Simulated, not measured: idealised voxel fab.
Process module under the name voxel ribs on slabs
Pictured: cross-section cut, 170 nm wide, on a grid of 5 nm square cells.
Think of the cross-section as a grid of square cells. We describe it in bands, top to bottom, and each band covers one or more rows of those cells.
Band: top and bottom heights (nm) first, top before bottom; then materials from left to right, widths in nm. "edge to edge" marks a sole material filling the band edge to edge. "air" denotes empty space.
Heights are measured from 0, the level below which the as-received wafer is all one material; the lowest band has no bottom and continues downward, written as in "top 0, no bottom".
Quick explanation for "30->40": the width changes in equal steps down the rows of cells, from the first number in the band's top row to the second number in its bottom row.
Any step labelled "nothing changed" changed none of the cells in the cross-section.
Each empty space that has no open way to the top and spans at least 8 cells appears under "Enclosed void catalog" as width x height at distance, the distance counted from the left edge, all in nm.
Heads up: the bit after the settings on a step's line is the simulator's remark on that step.
The optional step-line setting "overlay nm" applies to steps with a mask and quantifies how far to the right of its planned location the mask lay, a negative value indicating leftward placement.
PLANNED PROCESS STEPS
1 RECEIVE: material Si
2 DIRECTIONAL_DEP: material SiO2, thk nm 30
3 DIRECTIONAL_DEP: material polySi, thk nm 15
4 PATTERN: tone cover, mask id RIB, material resist, width nm 25, thk nm 20, overlay nm 0
5 DIRECTIONAL_ETCH: etch materials polySi, depth nm 5
6 STRIP: etch materials resist
7 DIRECTIONAL_DEP: material aC, thk nm 15
8 PATTERN: tone cover, mask id SLAB, material resist, width nm 65, thk nm 35, overlay nm 0
9 DIRECTIONAL_ETCH: etch materials aC, depth nm 15
10 STRIP: etch materials resist
11 DIRECTIONAL_ETCH: etch materials polySi, depth nm 10
12 STRIP: etch materials aC
13 FILL_DEP: material SiO2, thk nm 25
14 CMP: height nm 60
15 DIRECTIONAL_DEP: material W, thk nm 5
16 DIRECTIONAL_DEP: material aC, thk nm 10
17 PATTERN: tone cover, mask id HEATER, material resist, width nm 25, thk nm 30, overlay nm 0
18 DIRECTIONAL_ETCH: etch materials aC, depth nm 10
19 STRIP: etch materials resist
20 DIRECTIONAL_ETCH: etch materials W, depth nm 5
21 STRIP: etch materials aC
22 CONFORMAL_DEP: material SiN, thk nm 5
Variable across wafers: step 17 width nm (plan value is that of the first wafer; starting state common to all).
CROSS-SECTION OF THE FIRST OF SEVERAL RECEIVED WAFERS, SHOWING ITS STATE AFTER STEP 1
	top 0, no bottom = Si edge to edge
	Enclosed void catalog: none
HEADS UP, THIS TABLE GOES WAFER BY WAFER. A ROW TELLS YOU, AT THE END OF THE MODULE, HOW MANY CELLS OF EACH MATERIAL THAT WAFER HAS PUT ON (+) OR DROPPED (-) SINCE IT WAS RECEIVED, AND THEN ITS CLOSED VOIDS
width nm 25 | +36 SiN | +377 SiO2 | +5 W | +31 polySi | Enclosed void catalog: none
width nm 30 | +36 SiN | +377 SiO2 | +6 W | +31 polySi | Enclosed void catalog: none
width nm 35 | +36 SiN | +377 SiO2 | +7 W | +31 polySi | Enclosed void catalog: none
width nm 40 | +36 SiN | +377 SiO2 | +8 W | +31 polySi | Enclosed void catalog: none
width nm 45 | +36 SiN | +377 SiO2 | +9 W | +31 polySi | Enclosed void catalog: none
width nm 50 | +36 SiN | +377 SiO2 | +10 W | +31 polySi | Enclosed void catalog: none
